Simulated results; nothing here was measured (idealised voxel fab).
Process module in this document: voxel lift off
Shown is cross-section cut, with a width of 250 nm and square cells of size 5 nm.
Notation: cross-section as square-cell grid; stated in bands, top first, going down; one or more cell rows per band. Per band: top height and bottom height in nm, followed by the left-to-right materials and their widths in nm; "all across" marks a single material spanning edge to edge, "blank" marks empty space. A quick word on heights: they are counted from 0, and under that level the wafer as it came to us is one material throughout. The lowest band is different from the rest in having no bottom; it simply continues downward, written as in "0 and below". A width such as "30..40" changes by the same amount from each row of cells to the next, from the band's top row to its bottom row. "remained unchanged" after a step means that no cell of the cross-section changed. Any empty space of 8 cells or more lacking an open way to the top shows up in "Sealed internal cavities" as width x height at distance, distance from the left edge, in nm. Text after the settings on a step's line: the simulator's own remark on that step. Each step line may optionally specify "overlay nm", which for a step with a mask gives the rightward distance between the mask's planned place and where it lay, a negative value indicating the leftward direction.
These are the steps we planned for the process
| 1 | RECEIVE (material Si) |
| 2 | CONFORMAL_DEP (material SiO2; thk nm 15) |
| 3 | PATTERN (tone open; mask id LINES; material resist; width nm 20; pitch nm 55; thk nm 30; overlay nm 0) |
| 4 | DIRECTIONAL_DEP (material Ru; thk nm 15) |
| 5 | STRIP (etch materials resist) |
| 6 | CONFORMAL_DEP (material SiO2; thk nm 10) |
For clarity, it should be stated that the wafers under discussion commence in an identical condition and differ with respect to the width nm of step 3, the plan indicating the value that the first wafer had.
Cut through the first of several wafers as received, post step 1
    0 and below  Si all across
    Sealed internal cavities: none
Shown in cross-section: the first of several wafers at the end of the module, after its last step, step 6
    40 down to 30  blank: 75, then SiO2: 40, then blank: 15, then SiO2: 40, then blank: 80
    30 down to 25  blank: 75, then SiO2: 10, then Ru: 20, then SiO2: 10, then blank: 15, then SiO2: 10, then Ru: 20, then SiO2: 10, then blank: 80
    25 down to 15  SiO2: 85, then Ru: 20, then SiO2: 35, then Ru: 20, then SiO2: 90
    15 down to 0  SiO2 all across
    0 and below  Si all across
    Sealed internal cavities: none
Last wafer of the set, cross-sectioned at end of module
    40 down to 30  blank: 65, then SiO2: 115, then blank: 70
    30 down to 25  blank: 65, then SiO2: 10, then Ru: 40, then SiO2: 15, then Ru: 40, then SiO2: 10, then blank: 70
    25 down to 15  SiO2: 75, then Ru: 40, then SiO2: 15, then Ru: 40, then SiO2: 80
    15 down to 0  SiO2 all across
    0 and below  Si all across
    Sealed internal cavities: none
Per wafer, end of module: cells gained (+) or lost (-) per material since receipt, then closed voids
width nm 20; +24 Ru; +274 SiO2; Sealed internal cavities: none
width nm 25; +30 Ru; +274 SiO2; Sealed internal cavities: none
width nm 30; +36 Ru; +274 SiO2; Sealed internal cavities: none
width nm 35; +42 Ru; +274 SiO2; Sealed internal cavities: none
width nm 40; +48 Ru; +271 SiO2; Sealed internal cavities: none
